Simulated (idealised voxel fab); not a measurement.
The name of this process module is voxel gate over fins.
Square cell edge 5 nm, section width 255 nm, ID cut.
Notation: cross-section as square-cell grid; stated in bands, top first, going down; one or more cell rows per band.
Within each band entry, the heights of the top and of the bottom of the band appear first, in that order and in nm; the materials of the band then follow from left to right, each with its corresponding width in nm. The designation "throughout" on a single material indicates that it fills the band from edge to edge; the designation "blank" indicates empty space.
Where do heights start? At 0: under that level the wafer as delivered is made of one material only. And the lowest band has no floor; it just carries on downward, as in "0 nm and below".
A width such as "30->40" changes by the same amount from each row of cells to the next, from the band's top row to its bottom row.
Given "left unchanged" for a step, no cell of the cross-section differs between before and after that step.
Each empty space that has no open way to the top and spans at least 8 cells appears under "Fully enclosed voids" as width x height at distance, the distance counted from the left edge, all in nm.
The remark found on a step's line after its settings is issued by the simulator itself and pertains to that step.
A step line may carry the setting "overlay nm", which, for steps involving a mask, states the distance by which the mask lay to the right of its intended position; negative values denote displacement to the left.
Process steps - plan:
1) RECEIVE: material Si
2) CONFORMAL_DEP: material SiN, thk nm 10
3) MASKED_ETCH: tone cover, mask id FINS, width nm 15, pitch nm 45, etch materials SiN, depth nm 10, overlay nm 0
4) MASKED_ETCH: tone cover, mask id FINS, width nm 15, pitch nm 45, etch materials Si, depth nm 30, overlay nm 0
5) OXIDIZE: depth nm 5
6) FILL_DEP: material SiO2, thk nm 10
7) CMP: height nm 10
8) SELECTIVE_ETCH: etch materials SiO2, depth nm 25
9) STRIP: etch materials SiN
10) CONFORMAL_DEP: material HfO2, thk nm 5
11) CONFORMAL_DEP: material TiN, thk nm 5
12) FILL_DEP: material W, thk nm 15
13) CMP: height nm 20
14) CONFORMAL_DEP: material SiN, thk nm 10
First of the two wafers, run per plan:
Cross-section, incoming material, after step 1:
	0 nm and below  Si throughout
	Fully enclosed voids: none
Cross-section of the wafer subsequent to step 2:
	10 nm to 0 nm  SiN throughout
	Lower than 0, everything is as it was.
Cross-section of the wafer subsequent to step 3:
	10 nm to 0 nm  blank 95, SiN 15, blank 30, SiN 15, blank 100
	Lower than 0, everything is as it was.
Cross-section of the wafer subsequent to step 4:
	10 nm to 0 nm  blank 95, SiN 15, blank 30, SiN 15, blank 100
	0 nm to -30 nm  blank 95, Si 15, blank 30, Si 15, blank 100
	Lower than -30, everything is as it was.
Cross-section of the wafer subsequent to step 5:
	10 nm to 0 nm  blank 95, SiN 15, blank 30, SiN 15, blank 100
	0 nm to -30 nm  blank 95, SiO2 5, Si 5, SiO2 5, blank 30, SiO2 5, Si 5, SiO2 5, blank 100
	-30 nm to -35 nm  SiO2 100, Si 5, SiO2 40, Si 5, SiO2 105
	Lower than -35, everything is as it was.
Cross-section of the wafer subsequent to step 6:
	20 nm to 10 nm  SiO2 throughout
	10 nm to 0 nm  SiO2 95, SiN 15, SiO2 30, SiN 15, SiO2 100
	0 nm to -35 nm  SiO2 100, Si 5, SiO2 40, Si 5, SiO2 105
	Lower than -35, everything is as it was.
Cross-section of the wafer subsequent to step 7:
	10 nm to 0 nm  SiO2 95, SiN 15, SiO2 30, SiN 15, SiO2 100
	Lower than 0, everything is as it was.
Cross-section of the wafer subsequent to step 8:
	10 nm to 0 nm  blank 95, SiN 15, blank 30, SiN 15, blank 100
	0 nm to -15 nm  blank 100, Si 5, blank 40, Si 5, blank 105
	Lower than -15, everything is as it was.
Cross-section of the wafer subsequent to step 9:
	0 nm to -15 nm  blank 100, Si 5, blank 40, Si 5, blank 105
	Lower than -15, everything is as it was.
Cross-section of the wafer subsequent to step 10:
	5 nm to 0 nm  blank 95, HfO2 15, blank 30, HfO2 15, blank 100
	0 nm to -10 nm  blank 95, HfO2 5, Si 5, HfO2 5, blank 30, HfO2 5, Si 5, HfO2 5, blank 100
	-10 nm to -15 nm  HfO2 100, Si 5, HfO2 40, Si 5, HfO2 105
	Lower than -15, everything is as it was.
Cross-section of the wafer subsequent to step 11:
	10 nm to 5 nm  blank 90, TiN 25, blank 20, TiN 25, blank 95
	5 nm to 0 nm  blank 90, TiN 5, HfO2 15, TiN 5, blank 20, TiN 5, HfO2 15, TiN 5, blank 95
	0 nm to -5 nm  blank 90, TiN 5, HfO2 5, Si 5, HfO2 5, TiN 5, blank 20, TiN 5, HfO2 5, Si 5, HfO2 5, TiN 5, blank 95
	-5 nm to -10 nm  TiN 95, HfO2 5, Si 5, HfO2 5, TiN 30, HfO2 5, Si 5, HfO2 5, TiN 100
	Lower than -10, everything is as it was.
Cross-section of the wafer subsequent to step 12:
	25 nm to 10 nm  W throughout
	10 nm to 5 nm  W 90, TiN 25, W 20, TiN 25, W 95
	5 nm to 0 nm  W 90, TiN 5, HfO2 15, TiN 5, W 20, TiN 5, HfO2 15, TiN 5, W 95
	0 nm to -5 nm  W 90, TiN 5, HfO2 5, Si 5, HfO2 5, TiN 5, W 20, TiN 5, HfO2 5, Si 5, HfO2 5, TiN 5, W 95
	Lower than -5, everything is as it was.
Cross-section of the wafer subsequent to step 13:
	20 nm to 10 nm  W throughout
	Lower than 10, everything is as it was.
Cross-section of the wafer subsequent to step 14:
	30 nm to 20 nm  SiN throughout
	Lower than 20, everything is as it was.
Second wafer: same start and same plan as the first, one execution error; identical to the first through step 7:
Cross-sectional view of the second wafer at the intended end time of process step 8:
	10 nm to 0 nm  SiO2 95, blank 15, SiO2 30, blank 15, SiO2 100
	Lower than 0, everything is as it was.
Cross-sectional view of the second wafer at the intended end time of process step 9:
	0 nm to -15 nm  blank 100, Si 5, blank 40, Si 5, blank 105
	-15 nm to -25 nm  SiO2 70, blank 30, Si 5, blank 40, Si 5, blank 30, SiO2 75
	Lower than -25, everything is as it was.
Cross-sectional view of the second wafer at the intended end time of process step 10:
	5 nm to 0 nm  blank 95, HfO2 15, blank 30, HfO2 15, blank 100
	0 nm to -10 nm  blank 95, HfO2 5, Si 5, HfO2 5, blank 30, HfO2 5, Si 5, HfO2 5, blank 100
	-10 nm to -15 nm  HfO2 75, blank 20, HfO2 5, Si 5, HfO2 5, blank 30, HfO2 5, Si 5, HfO2 5, blank 20, HfO2 80
	-15 nm to -20 nm  SiO2 70, HfO2 5, blank 20, HfO2 5, Si 5, HfO2 5, blank 30, HfO2 5, Si 5, HfO2 5, blank 20, HfO2 5, SiO2 75
	-20 nm to -25 nm  SiO2 70, HfO2 30, Si 5, HfO2 40, Si 5, HfO2 30, SiO2 75
	Lower than -25, everything is as it was.
Cross-sectional view of the second wafer at the intended end time of process step 11:
	10 nm to 5 nm  blank 90, TiN 25, blank 20, TiN 25, blank 95
	5 nm to 0 nm  blank 90, TiN 5, HfO2 15, TiN 5, blank 20, TiN 5, HfO2 15, TiN 5, blank 95
	0 nm to -5 nm  blank 90, TiN 5, HfO2 5, Si 5, HfO2 5, TiN 5, blank 20, TiN 5, HfO2 5, Si 5, HfO2 5, TiN 5, blank 95
	-5 nm to -10 nm  TiN 80, blank 10, TiN 5, HfO2 5, Si 5, HfO2 5, TiN 5, blank 20, TiN 5, HfO2 5, Si 5, HfO2 5, TiN 5, blank 10, TiN 85
	-10 nm to -15 nm  HfO2 75, TiN 5, blank 10, TiN 5, HfO2 5, Si 5, HfO2 5, TiN 5, blank 20, TiN 5, HfO2 5, Si 5, HfO2 5, TiN 5, blank 10, TiN 5, HfO2 80
	-15 nm to -20 nm  SiO2 70, HfO2 5, TiN 20, HfO2 5, Si 5, HfO2 5, TiN 30, HfO2 5, Si 5, HfO2 5, TiN 20, HfO2 5, SiO2 75
	Lower than -20, everything is as it was.
Cross-sectional view of the second wafer at the intended end time of process step 12:
	25 nm to 10 nm  W throughout
	10 nm to 5 nm  W 90, TiN 25, W 20, TiN 25, W 95
	5 nm to 0 nm  W 90, TiN 5, HfO2 15, TiN 5, W 20, TiN 5, HfO2 15, TiN 5, W 95
	0 nm to -5 nm  W 90, TiN 5, HfO2 5, Si 5, HfO2 5, TiN 5, W 20, TiN 5, HfO2 5, Si 5, HfO2 5, TiN 5, W 95
	-5 nm to -10 nm  TiN 80, W 10, TiN 5, HfO2 5, Si 5, HfO2 5, TiN 5, W 20, TiN 5, HfO2 5, Si 5, HfO2 5, TiN 5, W 10, TiN 85
	-10 nm to -15 nm  HfO2 75, TiN 5, W 10, TiN 5, HfO2 5, Si 5, HfO2 5, TiN 5, W 20, TiN 5, HfO2 5, Si 5, HfO2 5, TiN 5, W 10, TiN 5, HfO2 80
	Lower than -15, everything is as it was.
Cross-sectional view of the second wafer at the intended end time of process step 13:
	20 nm to 10 nm  W throughout
	Lower than 10, everything is as it was.
Cross-sectional view of the second wafer at the intended end time of process step 14:
	30 nm to 20 nm  SiN throughout
	Lower than 20, everything is as it was.
What broke from the plan during processing? steps 8 and 9 traded places in the executed sequence
In the final state, the cell counts of the second wafer exceed or fall short of those of the first for the following materials: HfO2 +12, SiO2 -40, TiN +12, W +16
